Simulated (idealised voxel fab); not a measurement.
process module | voxel capacitor over wiring
cross-section cut | 225 nm wide | cells 5 nm
A cross-section is a grid of square cells, given in bands from the top down. A band is one or more rows of cells.
Each band's line starts with the height of the band's top and of its bottom, in nm. Then come its materials from left to right, each with its width in nm. One material with "throughout" fills the band from edge to edge. "air" is empty space.
Height 0 is the level under which the wafer as received is all one material. The lowest band goes on downwards, as in "0 down".
A width such as "30 to 40" changes by the same amount from each row of cells to the next, from the band's top row to its bottom row.
"no change" after a step means that no cell of the cross-section changed.
closed voids: empty space of 8 cells or more with no open way to the top, each as width x height at its distance from the left edge, in nm
after a step's settings: what the simulator itself notes on the step
overlay nm, on a step with a mask: how far to the right of its planned place the mask lay; to the left if negative
plan
1 op RECEIVE | material Si
2 op CONFORMAL_DEP | material SiO2 | thk nm 15
3 op DIRECTIONAL_DEP | material TiN | thk nm 5
4 op DIRECTIONAL_DEP | material W | thk nm 15
5 op MASKED_ETCH | tone cover | mask id METAL_1 | width nm 25 | pitch nm 95 | etch materials W | depth nm 15 | overlay nm 0
6 op MASKED_ETCH | tone cover | mask id METAL_1 | width nm 25 | pitch nm 95 | etch materials TiN | depth nm 5 | overlay nm -15
7 op CONFORMAL_DEP | material SiCN | thk nm 5
8 op FILL_DEP | material lowk | thk nm 5
9 op CMP | height nm 35
10 op CONFORMAL_DEP | material SiCN | thk nm 5
11 op DIRECTIONAL_DEP | material lowk | thk nm 15
12 op PATTERN | tone open | mask id PLUG_1 | material resist | width nm 15 | thk nm 20 | overlay nm 0
13 op DIRECTIONAL_ETCH | etch materials lowk | depth nm 15
14 op DIRECTIONAL_ETCH | etch materials SiCN | depth nm 5
15 op STRIP | etch materials resist
16 op CONFORMAL_DEP | material TiN | thk nm 5
17 op FILL_DEP | material Ru | thk nm 10
18 op CMP | height nm 55
19 op DIRECTIONAL_DEP | material TiN | thk nm 5
20 op DIRECTIONAL_DEP | material SiN | thk nm 5
21 op DIRECTIONAL_DEP | material TiN | thk nm 5
22 op PATTERN | tone cover | mask id UPPER_PLATE | material resist | width nm 75 | thk nm 15 | overlay nm 0
23 op DIRECTIONAL_ETCH | etch materials TiN | depth nm 5
24 op DIRECTIONAL_ETCH | etch materials SiN | depth nm 5
25 op STRIP | etch materials resist
26 op MASKED_ETCH | tone cover | mask id LOWER_PLATE | width nm 85 | etch materials TiN | depth nm 5 | overlay nm 0
27 op FILL_DEP | material SiO2 | thk nm 20
28 op CMP | height nm 85
29 op MASKED_ETCH | tone open | mask id PLUG_2 | width nm 15 | etch materials SiO2 | depth nm 15 | overlay nm 0
30 op CONFORMAL_DEP | material TiN | thk nm 5
31 op FILL_DEP | material Ru | thk nm 10
32 op CMP | height nm 85
33 op CONFORMAL_DEP | material SiN | thk nm 5
varied across the wafers: overlay nm of step 6. The plan shows the first wafer's value. All wafers start alike
first wafer as received, after step 1
  0 down: Si throughout
  closed voids: none
first wafer at the end, after step 33
  90 to 85: SiN throughout
  85 to 75: SiO2 70 | TiN 5 | Ru 5 | TiN 5 | SiO2 140
  75 to 65: SiO2 70 to 60 | TiN 15 to 75 | SiO2 140 to 90
  65 to 60: SiO2 60 | SiN 75 | SiO2 90
  60 to 55: SiO2 55 | TiN 85 | SiO2 85
  55 to 40: lowk 60 | TiN 5 | Ru 5 | TiN 5 | lowk 150
  40 to 35: SiCN 60 | TiN 15 | SiCN 150
  35 to 25: lowk 45 | SiCN 5 | W 25 | SiCN 5 | lowk 60 | SiCN 5 | W 25 | SiCN 5 | lowk 50
  25 to 20: lowk 30 | SiCN 20 | W 25 | SiCN 5 | lowk 45 | SiCN 20 | W 25 | SiCN 5 | lowk 50
  20 to 15: SiCN 35 | TiN 40 | SiCN 55 | TiN 40 | SiCN 55
  15 to 0: SiO2 throughout
  0 down: Si throughout
  closed voids: none
last wafer at the end
  90 to 85: SiN throughout
  85 to 75: SiO2 70 | TiN 5 | Ru 5 | TiN 5 | SiO2 140
  75 to 65: SiO2 70 to 60 | TiN 15 to 75 | SiO2 140 to 90
  65 to 60: SiO2 60 | SiN 75 | SiO2 90
  60 to 55: SiO2 55 | TiN 85 | SiO2 85
  55 to 40: lowk 60 | TiN 5 | Ru 5 | TiN 5 | lowk 150
  40 to 35: SiCN 60 | TiN 15 | SiCN 150
  35 to 25: lowk 45 | SiCN 5 | W 25 | SiCN 5 | lowk 60 | SiCN 5 | W 25 | SiCN 5 | lowk 50
  25 to 20: lowk 45 | SiCN 5 | W 25 | SiCN 20 | lowk 45 | SiCN 5 | W 25 | SiCN 20 | lowk 35
  20 to 15: SiCN 50 | TiN 40 | SiCN 55 | TiN 40 | SiCN 40
  15 to 0: SiO2 throughout
  0 down: Si throughout
  closed voids: none
each wafer at the end: cells of each material gained (+) or lost (-) since it was received, then its closed voids
overlay nm -15 | +5 Ru | +89 SiCN | +60 SiN | +349 SiO2 | +64 TiN | +30 W | +213 lowk | closed voids: none
overlay nm -10 | +5 Ru | +89 SiCN | +60 SiN | +349 SiO2 | +62 TiN | +30 W | +215 lowk | closed voids: none
overlay nm -5 | +5 Ru | +89 SiCN | +60 SiN | +349 SiO2 | +60 TiN | +30 W | +217 lowk | closed voids: none
overlay nm 0 | +5 Ru | +89 SiCN | +60 SiN | +349 SiO2 | +58 TiN | +30 W | +219 lowk | closed voids: none
overlay nm 5 | +5 Ru | +89 SiCN | +60 SiN | +349 SiO2 | +60 TiN | +30 W | +217 lowk | closed voids: none
overlay nm 10 | +5 Ru | +89 SiCN | +60 SiN | +349 SiO2 | +62 TiN | +30 W | +215 lowk | closed voids: none
overlay nm 15 | +5 Ru | +89 SiCN | +60 SiN | +349 SiO2 | +64 TiN | +30 W | +213 lowk | closed voids: none
